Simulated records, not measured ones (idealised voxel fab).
Documented hereafter: the process module known as voxel self aligned vias.
Cross-section cut spans 235 nm and uses square cells 5 nm in size.
Cross-section format: a grid of square cells, given as bands from top to bottom; each band is one or more rows of cells.
Within each band entry, the heights of the top and of the bottom of the band appear first, in that order and in nm; the materials of the band then follow from left to right, each with its corresponding width in nm. The designation "full width" on a single material indicates that it fills the band from edge to edge; the designation "air" indicates empty space.
A quick word on heights: they are counted from 0, and under that level the wafer as it came to us is one material throughout. The lowest band is different from the rest in having no bottom; it simply continues downward, written as in "top 0, no bottom".
The width entry "30->40" should be interpreted row by row: the top row of cells in the band takes the first number, the bottom row takes the second number, and the change between adjacent rows is uniform throughout.
No cell of the cross-section changed in a step that is given as "no modification".
Heads up: "Voids, fully enclosed" only lists the empty pockets with no open path to the top that are 8 cells or more, and it writes them as width x height at distance, distance from the left edge, in nm.
Past the settings on a step's line: simulator remark, on that step.
overlay nm: step with mask; distance mask lay right of planned place; negative value = left of planned place.
### The process steps that were planned are listed below
| 1 | op RECEIVE | material Si |
| 2 | op CONFORMAL_DEP | material SiO2 | thk nm 10 |
| 3 | op CONFORMAL_DEP | material SiCN | thk nm 5 |
| 4 | op DIRECTIONAL_DEP | material SiO2 | thk nm 20 |
| 5 | op PATTERN | tone open | mask id LINES | material resist | width nm 30 | pitch nm 70 | thk nm 20 | overlay nm 0 |
| 6 | op DIRECTIONAL_ETCH | etch materials SiO2 | depth nm 20 |
| 7 | op STRIP | etch materials resist |
| 8 | op CONFORMAL_DEP | material TiN | thk nm 5 |
| 9 | op FILL_DEP | material Ru | thk nm 5 |
| 10 | op CMP | height nm 35 |
| 11 | op SELECTIVE_ETCH | etch materials W Ru TiN | depth nm 10 |
| 12 | op FILL_DEP | material SiN | thk nm 5 |
| 13 | op CMP | height nm 25 |
| 14 | op DIRECTIONAL_DEP | material SiO2 | thk nm 15 |
| 15 | op DIRECTIONAL_DEP | material aC | thk nm 15 |
| 16 | op PATTERN | tone open | mask id VIAS | material resist | width nm 50 | pitch nm 70 | thk nm 35 | overlay nm 0 |
| 17 | op DIRECTIONAL_ETCH | etch materials aC | depth nm 15 |
| 18 | op STRIP | etch materials resist |
| 19 | op DIRECTIONAL_ETCH | etch materials SiO2 | depth nm 15 |
| 20 | op DIRECTIONAL_ETCH | etch materials SiN | depth nm 10 |
| 21 | op STRIP | etch materials aC |
| 22 | op CONFORMAL_DEP | material TiN | thk nm 5 |
| 23 | op FILL_DEP | material W | thk nm 5 |
| 24 | op CMP | height nm 50 |
| 25 | op CONFORMAL_DEP | material SiCN | thk nm 5 |
Variable across wafers: step 13 height nm (plan value is that of the first wafer; starting state common to all).
### As-received state after step 1, first of several wafers, cross-section
top 0, no bottom = Si full width
Voids, fully enclosed: none
### Cross-sectional representation of the first of several wafers at the end of the module, i.e. after its terminal step, step 25
top 55, bottom 50 = SiCN full width
top 50, bottom 45 = W full width
top 45, bottom 40 = TiN 25, W 40, TiN 30, W 40, TiN 30, W 40, TiN 30
top 40, bottom 30 = SiO2 20, TiN 5, W 40, TiN 5, SiO2 20, TiN 5, W 40, TiN 5, SiO2 20, TiN 5, W 40, TiN 5, SiO2 25
top 30, bottom 25 = SiO2 20, TiN 50, SiO2 20, TiN 50, SiO2 20, TiN 50, SiO2 25
top 25, bottom 20 = SiO2 30, TiN 5, Ru 20, TiN 5, SiO2 40, TiN 5, Ru 20, TiN 5, SiO2 40, TiN 5, Ru 20, TiN 5, SiO2 35
top 20, bottom 15 = SiO2 30, TiN 30, SiO2 40, TiN 30, SiO2 40, TiN 30, SiO2 35
top 15, bottom 10 = SiCN full width
top 10, bottom 0 = SiO2 full width
top 0, no bottom = Si full width
Voids, fully enclosed: none
### Cross-sectional view of the final wafer of several at the module's end
top 55, bottom 50 = SiCN full width
top 50, bottom 40 = SiO2 20, TiN 5, W 40, TiN 5, SiO2 20, TiN 5, W 40, TiN 5, SiO2 20, TiN 5, W 40, TiN 5, SiO2 25
top 40, bottom 35 = SiN 20, TiN 15, W 20, TiN 15, SiN 20, TiN 15, W 20, TiN 15, SiN 20, TiN 15, W 20, TiN 15, SiN 25
top 35, bottom 30 = SiO2 30, TiN 30, SiO2 40, TiN 30, SiO2 40, TiN 30, SiO2 35
top 30, bottom 25 = SiO2 30, SiN 30, SiO2 40, SiN 30, SiO2 40, SiN 30, SiO2 35
top 25, bottom 20 = SiO2 30, TiN 5, Ru 20, TiN 5, SiO2 40, TiN 5, Ru 20, TiN 5, SiO2 40, TiN 5, Ru 20, TiN 5, SiO2 35
top 20, bottom 15 = SiO2 30, TiN 30, SiO2 40, TiN 30, SiO2 40, TiN 30, SiO2 35
top 15, bottom 10 = SiCN full width
top 10, bottom 0 = SiO2 full width
top 0, no bottom = Si full width
Voids, fully enclosed: none
### Where each wafer stands at the end of the module, a row apiece: cells of each material gained (+) or lost (-) since it was received, then closed voids
height nm 25; +12 Ru; +94 SiCN; +203 SiO2; +89 TiN; +119 W; Voids, fully enclosed: none
height nm 30; +12 Ru; +94 SiCN; +232 SiO2; +95 TiN; +84 W; Voids, fully enclosed: none
height nm 35; +12 Ru; +94 SiCN; +261 SiO2; +78 TiN; +72 W; Voids, fully enclosed: none
height nm 40; +12 Ru; +94 SiCN; +35 SiN; +244 SiO2; +72 TiN; +60 W; Voids, fully enclosed: none
